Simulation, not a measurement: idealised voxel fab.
process module | voxel self aligned vias
cross-section cut | 235 nm wide | cells 5 nm
A cross-section is a grid of square cells, given in bands from the top down. A band is one or more rows of cells.
Each band's line starts with the height of the band's top and of its bottom, in nm. Then come its materials from left to right, each with its width in nm. One material with "throughout" fills the band from edge to edge. "air" is empty space.
Height 0 is the level under which the wafer as received is all one material. The lowest band goes on downwards, as in "0 down".
A width such as "30 to 40" changes by the same amount from each row of cells to the next, from the band's top row to its bottom row.
"no change" after a step means that no cell of the cross-section changed.
closed voids: empty space of 8 cells or more with no open way to the top, each as width x height at its distance from the left edge, in nm
after a step's settings: what the simulator itself notes on the step
overlay nm, on a step with a mask: how far to the right of its planned place the mask lay; to the left if negative
plan
1 op RECEIVE | material Si
2 op CONFORMAL_DEP | material SiO2 | thk nm 15
3 op CONFORMAL_DEP | material SiCN | thk nm 5
4 op DIRECTIONAL_DEP | material SiO2 | thk nm 30
5 op MASKED_ETCH | tone open | mask id LINES | width nm 30 | pitch nm 65 | etch materials SiO2 | depth nm 30 | overlay nm 0
6 op CONFORMAL_DEP | material TiN | thk nm 5
7 op FILL_DEP | material Ru | thk nm 10
8 op CMP | height nm 50
9 op SELECTIVE_ETCH | etch materials W Ru TiN | depth nm 5
10 op FILL_DEP | material SiN | thk nm 5
11 op CMP | height nm 40
12 op DIRECTIONAL_DEP | material SiO2 | thk nm 20
13 op DIRECTIONAL_DEP | material aC | thk nm 10
14 op PATTERN | tone open | mask id VIAS | material resist | width nm 40 | pitch nm 65 | thk nm 25 | overlay nm 0
15 op DIRECTIONAL_ETCH | etch materials aC | depth nm 10
16 op STRIP | etch materials resist
17 op DIRECTIONAL_ETCH | etch materials SiO2 | depth nm 20
18 op DIRECTIONAL_ETCH | etch materials SiN | depth nm 5
19 op STRIP | etch materials aC
20 op CONFORMAL_DEP | material TiN | thk nm 5
21 op FILL_DEP | material W | thk nm 5
22 op CMP | height nm 70
23 op CONFORMAL_DEP | material SiN | thk nm 5
varied across the wafers: height nm of step 11. The plan shows the first wafer's value. All wafers start alike
first wafer as received, after step 1
  0 down: Si throughout
  closed voids: none
each wafer at the end: cells of each material gained (+) or lost (-) since it was received, then its closed voids
height nm 40 | +24 Ru | +47 SiCN | +47 SiN | +405 SiO2 | +87 TiN | +95 W | closed voids: none
height nm 45 | +32 Ru | +47 SiCN | +47 SiN | +440 SiO2 | +91 TiN | +48 W | closed voids: none
height nm 50 | +32 Ru | +47 SiCN | +47 SiN | +475 SiO2 | +60 TiN | +44 W | closed voids: none
height nm 55 | +32 Ru | +47 SiCN | +90 SiN | +444 SiO2 | +56 TiN | +36 W | closed voids: none
